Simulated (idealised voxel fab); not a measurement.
This section sets out a process module, namely voxel trench capacitor.
Cross-section cut: width 175 nm, square cells of 5 nm.
Cross-section layout: square cells on a grid; listed as bands, top to bottom; a band spans one or more cell rows.
Top, bottom (nm), then materials left to right with widths (nm); lone material tagged "throughout" fills the whole band edge to edge; "blank" = empty space.
All heights in this document are referenced to 0, defined as the level beneath which the wafer, as received, consists entirely of one material. The lowest band is not bounded below; it extends indefinitely downward and is written in the form "top 0, no bottom".
A width such as "30 to 40" changes by the same amount from each row of cells to the next, from the band's top row to its bottom row.
You'll sometimes find "everything unchanged" written for a step, and that's the way of saying that nowhere in the cross-section did a cell change during that step.
The label "Closed void catalog" introduces a list of the empty spaces, 8 cells or larger, that have no open way up to the top; each entry in it reads width x height at distance, where the distance is taken from the left edge and all three are stated in nm.
What comes after the settings on a step's line is commentary from the simulator itself on that step.
The optional step-line setting "overlay nm" applies to steps with a mask and quantifies how far to the right of its planned location the mask lay, a negative value indicating leftward placement.
**Process steps foreseen in the plan**
- 1: RECEIVE (material Si)
- 2: CONFORMAL_DEP (material SiN; thk nm 5)
- 3: DIRECTIONAL_DEP (material aC; thk nm 15)
- 4: PATTERN (tone open; mask id TRENCH; material resist; width nm 30; pitch nm 60; thk nm 35; overlay nm 0)
- 5: DIRECTIONAL_ETCH (etch materials aC; depth nm 15)
- 6: STRIP (etch materials resist)
- 7: DIRECTIONAL_ETCH (etch materials SiN; depth nm 5)
- 8: DIRECTIONAL_ETCH (etch materials Si; depth nm 40)
- 9: STRIP (etch materials aC)
- 10: CONFORMAL_DEP (material HfO2; thk nm 5)
- 11: CONFORMAL_DEP (material TiN; thk nm 5)
- 12: FILL_DEP (material W; thk nm 5)
- 13: CMP (height nm 5)
**Wafer as received: cross-section following step 1**
  top 0, no bottom: Si throughout
  Closed void catalog: none
**End-of-module cross-section. Starting structure and process plan as above; one mistake made in running it**
  top 5, bottom 0: 45 nm SiN / 5 nm HfO2 / 10 nm TiN / 5 nm HfO2 / 40 nm SiN / 5 nm HfO2 / 10 nm TiN / 5 nm HfO2 / 50 nm SiN
  top 0, bottom -35: 45 nm Si / 5 nm HfO2 / 10 nm TiN / 5 nm HfO2 / 40 nm Si / 5 nm HfO2 / 10 nm TiN / 5 nm HfO2 / 50 nm Si
  top -35, bottom -40: 45 nm Si / 20 nm HfO2 / 40 nm Si / 20 nm HfO2 / 50 nm Si
  top -40, no bottom: Si throughout
  Closed void catalog: none
It is concluded that the wafer was processed incorrectly with respect to the plan, in that in deviation from the planned setting, step 4 was conducted as PATTERN (tone open; mask id TRENCH; material resist; width nm 20; pitch nm 60; thk nm 35; overlay nm 0)
